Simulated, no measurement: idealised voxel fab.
The following is a process module called voxel trench capacitor.
Square cells of 5 nm make up the cross-section cut, whose width is 245 nm.
Cross-section format: a grid of square cells, given as bands from top to bottom; each band is one or more rows of cells. In this notation a band is specified by the heights of its top and bottom, in that order and in nm, after which its materials appear from left to right, each paired with its width in nm. The word "all across" attached to a single material means that material fills the band from edge to edge; the word "air" stands for empty space. Zero point of the height axis is 0; under it, received wafer = one material. Lowest band: continues down indefinitely, "0 nm and below". A width such as "30..40" changes by the same amount from each row of cells to the next, from the band's top row to its bottom row. For the purposes of this document, the phrase "nothing changed" attached to a step denotes that no cell within the cross-section was modified by that step. Empty spaces without an open route to the top, at least 8 cells in extent, make up the entry "Closed-off voids"; each is given as width x height at distance, where the distance is measured from the left edge, and all are in nm. Whatever follows a step's settings on its line is a remark the simulator itself makes about that step. overlay nm: step with mask; distance mask lay right of planned place; negative value = left of planned place.

Listed below are the process steps as planned
| 1 | RECEIVE [material Si] |
| 2 | CONFORMAL_DEP [material SiN] [thk nm 5] |
| 3 | PATTERN [tone open] [mask id TRENCH] [material resist] [width nm 20] [pitch nm 45] [thk nm 15] [overlay nm 0] |
| 4 | DIRECTIONAL_ETCH [etch materials SiN] [depth nm 5] |
| 5 | DIRECTIONAL_ETCH [etch materials Si] [depth nm 40] |
| 6 | STRIP [etch materials resist] |
| 7 | CONFORMAL_DEP [material HfO2] [thk nm 5] |
| 8 | CONFORMAL_DEP [material TiN] [thk nm 5] |
| 9 | FILL_DEP [material W] [thk nm 5] |
| 10 | CMP [height nm 5] |
Where the wafers of this document differ is in the width nm of step 3; they start out the same, and the plan states the value that applied to the first wafer.

The as-received cross-section of the first of several wafers corresponds to the state after step 1
- 0 nm and below  Si all across
- Closed-off voids: none

After the module's final step, step 10: the first of several wafers in cross-section
- 5 nm to 0 nm  45 nm SiN / 5 nm HfO2 / 10 nm TiN / 5 nm HfO2 / 25 nm SiN / 5 nm HfO2 / 10 nm TiN / 5 nm HfO2 / 25 nm SiN / 5 nm HfO2 / 10 nm TiN / 5 nm HfO2 / 25 nm SiN / 5 nm HfO2 / 10 nm TiN / 5 nm HfO2 / 45 nm SiN
- 0 nm to -35 nm  45 nm Si / 5 nm HfO2 / 10 nm TiN / 5 nm HfO2 / 25 nm Si / 5 nm HfO2 / 10 nm TiN / 5 nm HfO2 / 25 nm Si / 5 nm HfO2 / 10 nm TiN / 5 nm HfO2 / 25 nm Si / 5 nm HfO2 / 10 nm TiN / 5 nm HfO2 / 45 nm Si
- -35 nm to -40 nm  45 nm Si / 20 nm HfO2 / 25 nm Si / 20 nm HfO2 / 25 nm Si / 20 nm HfO2 / 25 nm Si / 20 nm HfO2 / 45 nm Si
- -40 nm and below  Si all across
- Closed-off voids: none

Module end, final wafer: cross-section
- 5 nm to 0 nm  40 nm SiN / 5 nm HfO2 / 5 nm TiN / 10 nm W / 5 nm TiN / 5 nm HfO2 / 15 nm SiN / 5 nm HfO2 / 5 nm TiN / 10 nm W / 5 nm TiN / 5 nm HfO2 / 15 nm SiN / 5 nm HfO2 / 5 nm TiN / 10 nm W / 5 nm TiN / 5 nm HfO2 / 15 nm SiN / 5 nm HfO2 / 5 nm TiN / 10 nm W / 5 nm TiN / 5 nm HfO2 / 40 nm SiN
- 0 nm to -30 nm  40 nm Si / 5 nm HfO2 / 5 nm TiN / 10 nm W / 5 nm TiN / 5 nm HfO2 / 15 nm Si / 5 nm HfO2 / 5 nm TiN / 10 nm W / 5 nm TiN / 5 nm HfO2 / 15 nm Si / 5 nm HfO2 / 5 nm TiN / 10 nm W / 5 nm TiN / 5 nm HfO2 / 15 nm Si / 5 nm HfO2 / 5 nm TiN / 10 nm W / 5 nm TiN / 5 nm HfO2 / 40 nm Si
- -30 nm to -35 nm  40 nm Si / 5 nm HfO2 / 20 nm TiN / 5 nm HfO2 / 15 nm Si / 5 nm HfO2 / 20 nm TiN / 5 nm HfO2 / 15 nm Si / 5 nm HfO2 / 20 nm TiN / 5 nm HfO2 / 15 nm Si / 5 nm HfO2 / 20 nm TiN / 5 nm HfO2 / 40 nm Si
- -35 nm to -40 nm  40 nm Si / 30 nm HfO2 / 15 nm Si / 30 nm HfO2 / 15 nm Si / 30 nm HfO2 / 15 nm Si / 30 nm HfO2 / 40 nm Si
- -40 nm and below  Si all across
- Closed-off voids: none

The rows of the table below are wafers. Looking at the end of the module, a row counts, for every material, the cells the wafer has gained, shown as (+), or lost, shown as (-), since it was received; its closed voids come next
width nm 20; +80 HfO2; -128 Si; +33 SiN; +64 TiN; Closed-off voids: none
width nm 25; +84 HfO2; -160 Si; +29 SiN; +68 TiN; +28 W; Closed-off voids: none
width nm 30; +88 HfO2; -192 Si; +25 SiN; +72 TiN; +56 W; Closed-off voids: none
